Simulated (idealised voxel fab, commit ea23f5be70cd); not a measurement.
The name of this process module is voxel capacitor over wiring.
Xsec cut, 245 nm wide, square cell size 5 nm.
Throughout this document, each cross-section is represented as a grid of square cells and is presented as a sequence of bands enumerated from the top downward, where a band comprises one or more rows of cells. Read a band's entry like this: the first values are the height of its top and the height of its bottom in nm, and what follows is the sequence of materials from left to right, each with its width in nm. Note that "blank" is empty space, and that a single material marked "all across" reaches across the band from edge to edge. Convention: height 0 is the level below which the wafer, as received, is all one material. The lowest band does not terminate at the bottom but continues downward, represented as "from 0 down". The notation "30 to 40" denotes a width that varies across the rows of cells in the band, beginning at the first number in the top row, finishing at the second number in the bottom row, and changing by an identical amount from each row to the next. Reading "no alteration" for a step: not a cell of the cross-section changed in it. "Enclosed voids": empty spaces of 8 cells or more with no open way to the top, each given as width x height at distance, distance from the left edge, all in nm. On each step's line, the part that comes after the settings is the simulator's own comment on the step. overlay nm: how far to the right of its planned place the mask lay on this masked step (negative: to the left).
Process steps (planned)
1. RECEIVE | material Si
2. CONFORMAL_DEP | material SiO2 | thk nm 15
3. DIRECTIONAL_DEP | material TiN | thk nm 5
4. DIRECTIONAL_DEP | material Ru | thk nm 20
5. PATTERN | tone cover | mask id METAL_1 | material resist | width nm 25 | pitch nm 75 | thk nm 20 | overlay nm 0
6. DIRECTIONAL_ETCH | etch materials Ru | depth nm 20
7. DIRECTIONAL_ETCH | etch materials TiN | depth nm 5
8. STRIP | etch materials resist
9. CONFORMAL_DEP | material SiCN | thk nm 5
10. FILL_DEP | material SiO2 | thk nm 10
11. CMP | height nm 40
12. CONFORMAL_DEP | material SiCN | thk nm 5
13. DIRECTIONAL_DEP | material lowk | thk nm 20
14. MASKED_ETCH | tone open | mask id PLUG_1 | width nm 15 | etch materials lowk | depth nm 20 | overlay nm 0
15. MASKED_ETCH | tone open | mask id PLUG_1 | width nm 15 | etch materials SiCN | depth nm 5 | overlay nm 0
16. EPI | material Ru | thk nm 10
17. EPI | material Ru | thk nm 10
18. EPI | material Ru | thk nm 5
19. DIRECTIONAL_DEP | material TiN | thk nm 10
20. DIRECTIONAL_DEP | material SiN | thk nm 5
21. DIRECTIONAL_DEP | material TiN | thk nm 5
22. MASKED_ETCH | tone cover | mask id UPPER_PLATE | width nm 55 | etch materials TiN | depth nm 5 | overlay nm 0
23. MASKED_ETCH | tone cover | mask id UPPER_PLATE | width nm 55 | etch materials SiN | depth nm 5 | overlay nm -15
24. MASKED_ETCH | tone cover | mask id LOWER_PLATE | width nm 65 | etch materials TiN | depth nm 10 | overlay nm 0
25. FILL_DEP | material SiO2 | thk nm 15
26. CMP | height nm 95
27. DIRECTIONAL_DEP | material aC | thk nm 10
28. PATTERN | tone open | mask id PLUG_2 | material resist | width nm 15 | thk nm 25 | overlay nm 0
29. DIRECTIONAL_ETCH | etch materials aC | depth nm 10
30. STRIP | etch materials resist
31. DIRECTIONAL_ETCH | etch materials SiO2 | depth nm 10
32. STRIP | etch materials aC
33. CONFORMAL_DEP | material TiN | thk nm 5
34. FILL_DEP | material Cu | thk nm 10
35. CMP | height nm 95
36. CONFORMAL_DEP | material SiN | thk nm 5
Heads up: all these wafers start the same, and what changes between them is the overlay nm in step 23. The value you see in the plan is just what the first wafer got.
Cross-section of the first of several wafers on receipt, reflecting completion of step 1
* from 0 down: Si all across
* Enclosed voids: none
First of several wafers in cross-section at module end, following the final step, step 36
* from 100 to 95: SiN all across
* from 95 to 90: SiO2: 90, TiN: 5, Cu: 5, TiN: 5, SiO2: 140
* from 90 to 80: SiO2: 90 to 80, TiN: 15 to 55, SiO2: 140 to 110
* from 80 to 75: SiO2: 65, SiN: 70, SiO2: 110
* from 75 to 65: SiO2: 65, TiN: 75, SiO2: 105
* from 65 to 45: lowk: 80, Ru: 15, lowk: 150
* from 45 to 40: SiCN: 80, Ru: 15, SiCN: 150
* from 40 to 20: SiO2: 65, SiCN: 5, Ru: 25, SiCN: 5, SiO2: 40, SiCN: 5, Ru: 25, SiCN: 5, SiO2: 70
* from 20 to 15: SiCN: 70, TiN: 25, SiCN: 50, TiN: 25, SiCN: 75
* from 15 to 0: SiO2 all across
* from 0 down: Si all across
* Enclosed voids: none
Last wafer, end of module, cross-section
* from 100 to 95: SiN all across
* from 95 to 90: SiO2: 90, TiN: 5, Cu: 5, TiN: 5, SiO2: 140
* from 90 to 80: SiO2: 90 to 80, TiN: 15 to 55, SiO2: 140 to 110
* from 80 to 75: SiO2: 80, SiN: 70, SiO2: 95
* from 75 to 65: SiO2: 75, TiN: 75, SiO2: 95
* from 65 to 45: lowk: 80, Ru: 15, lowk: 150
* from 45 to 40: SiCN: 80, Ru: 15, SiCN: 150
* from 40 to 20: SiO2: 65, SiCN: 5, Ru: 25, SiCN: 5, SiO2: 40, SiCN: 5, Ru: 25, SiCN: 5, SiO2: 70
* from 20 to 15: SiCN: 70, TiN: 25, SiCN: 50, TiN: 25, SiCN: 75
* from 15 to 0: SiO2 all across
* from 0 down: Si all across
* Enclosed voids: none
Quick key for the table: a row per wafer, taken at the end of the module. For each material it tells you how many cells the wafer gained (+) or lost (-) since it came in, and the closed voids come after
overlay nm -15 | +1 Cu | +55 Ru | +101 SiCN | +63 SiN | +520 SiO2 | +56 TiN | +184 lowk | Enclosed voids: none
overlay nm -10 | +1 Cu | +55 Ru | +101 SiCN | +62 SiN | +523 SiO2 | +54 TiN | +184 lowk | Enclosed voids: none
overlay nm -5 | +1 Cu | +55 Ru | +101 SiCN | +61 SiN | +526 SiO2 | +52 TiN | +184 lowk | Enclosed voids: none
overlay nm 0 | +1 Cu | +55 Ru | +101 SiCN | +60 SiN | +527 SiO2 | +52 TiN | +184 lowk | Enclosed voids: none
overlay nm 5 | +1 Cu | +55 Ru | +101 SiCN | +61 SiN | +526 SiO2 | +52 TiN | +184 lowk | Enclosed voids: none
overlay nm 10 | +1 Cu | +55 Ru | +101 SiCN | +62 SiN | +523 SiO2 | +54 TiN | +184 lowk | Enclosed voids: none
overlay nm 15 | +1 Cu | +55 Ru | +101 SiCN | +63 SiN | +520 SiO2 | +56 TiN | +184 lowk | Enclosed voids: none
